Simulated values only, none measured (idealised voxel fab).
Process module, titled voxel self aligned contacts
cross-section cut | 250 nm wide | cells 5 nm
This document writes a cross-section as a grid whose cells are square, and gives it as bands, listed from the top down; one or more rows of cells form a band.
Top, bottom (nm), then materials left to right with widths (nm); lone material tagged "all across" fills the whole band edge to edge; "air" = empty space.
We count height from 0. Below that, the starting wafer is all one material. The lowest band never ends at the bottom but goes on down; see "top 0, no bottom" for how that is written.
Graded width ("30->40"): value in top row of band = first number; value in bottom row = second number; row-to-row change constant.
"all unchanged" means the step left every cell of the cross-section as it was.
So "Sealed voids" is basically the list of trapped voids: any empty space of 8 cells or more that can't reach the top through an opening. They're written width x height at distance, the distance being from the left edge, and it's all nm.
Text after the settings on a step's line: the simulator's own remark on that step.
overlay nm: mask offset rightward from planned place, masked step; negative means leftward offset.
Steps in the process plan
| 1 | RECEIVE (material Si) |
| 2 | OXIDIZE (depth nm 5) |
| 3 | DIRECTIONAL_DEP (material polySi; thk nm 20) |
| 4 | DIRECTIONAL_DEP (material SiN; thk nm 20) |
| 5 | MASKED_ETCH (tone cover; mask id GATE; width nm 25; pitch nm 60; etch materials SiN; depth nm 20; overlay nm 0) |
| 6 | MASKED_ETCH (tone cover; mask id GATE; width nm 25; pitch nm 60; etch materials polySi; depth nm 20; overlay nm 0) |
| 7 | CONFORMAL_DEP (material SiN; thk nm 10) |
| 8 | DIRECTIONAL_ETCH (etch materials SiN; depth nm 10) |
| 9 | FILL_DEP (material SiO2; thk nm 10) |
| 10 | CMP (height nm 45) |
| 11 | MASKED_ETCH (tone open; mask id CONTACT; width nm 45; pitch nm 60; etch materials SiO2; depth nm 50; overlay nm 0) |
| 12 | CONFORMAL_DEP (material TiN; thk nm 5) |
| 13 | FILL_DEP (material Ru; thk nm 10) |
| 14 | CMP (height nm 45) |
| 15 | CONFORMAL_DEP (material SiCN; thk nm 5) |
The cross-section here shows the wafer as received, i.e. in its state after step 1
* top 0, no bottom: Si all across
* Sealed voids: none
First of two wafers at the end of the module, shown in cross-section; run carried out as planned
* top 50, bottom 45: SiCN all across
* top 45, bottom 40: SiO2 (70), then TiN (20), then Ru (5), then TiN (20), then SiO2 (15), then TiN (20), then Ru (5), then TiN (20), then SiO2 (75)
* top 40, bottom 20: SiO2 (40), then SiN (45), then TiN (5), then Ru (5), then TiN (5), then SiN (45), then TiN (5), then Ru (5), then TiN (5), then SiN (45), then SiO2 (45)
* top 20, bottom 0: SiO2 (40), then SiN (10), then polySi (25), then SiN (10), then TiN (5), then Ru (5), then TiN (5), then SiN (10), then polySi (25), then SiN (10), then TiN (5), then Ru (5), then TiN (5), then SiN (10), then polySi (25), then SiN (10), then SiO2 (45)
* top 0, bottom -5: SiO2 (85), then TiN (15), then SiO2 (45), then TiN (15), then SiO2 (90)
* top -5, no bottom: Si all across
* Sealed voids: none
The second wafer, shown in cross-section after the module: started the same way as the first and given the same plan, yet one mistake crept into how it was run
* top 50, bottom 45: SiCN all across
* top 45, bottom 40: SiO2 (70), then TiN (20), then Ru (5), then TiN (20), then SiO2 (15), then TiN (20), then Ru (5), then TiN (20), then SiO2 (75)
* top 40, bottom 20: SiO2 (40), then SiN (45), then TiN (5), then Ru (5), then TiN (5), then SiN (45), then TiN (5), then Ru (5), then TiN (5), then SiN (45), then SiO2 (45)
* top 20, bottom 15: SiO2 (40), then SiN (10), then polySi (25), then SiN (10), then TiN (5), then Ru (5), then TiN (5), then SiN (10), then polySi (25), then SiN (10), then TiN (5), then Ru (5), then TiN (5), then SiN (10), then polySi (25), then SiN (10), then SiO2 (45)
* top 15, bottom 10: SiO2 (40), then SiN (10), then polySi (25), then SiN (10), then TiN (15), then SiN (10), then polySi (25), then SiN (10), then TiN (15), then SiN (10), then polySi (25), then SiN (10), then SiO2 (45)
* top 10, bottom 0: SiN (50), then polySi (25), then SiN (35), then polySi (25), then SiN (35), then polySi (25), then SiN (55)
* top 0, bottom -5: SiO2 all across
* top -5, no bottom: Si all across
* Sealed voids: none
Want to know what went wrong? steps 7 and 8 run out of order (swapped)
Final comparison by cell count, materials where the second wafer has more or fewer than the first: Ru: 6 fewer; SiN: 46 more; SiO2: 28 fewer; TiN: 12 fewer
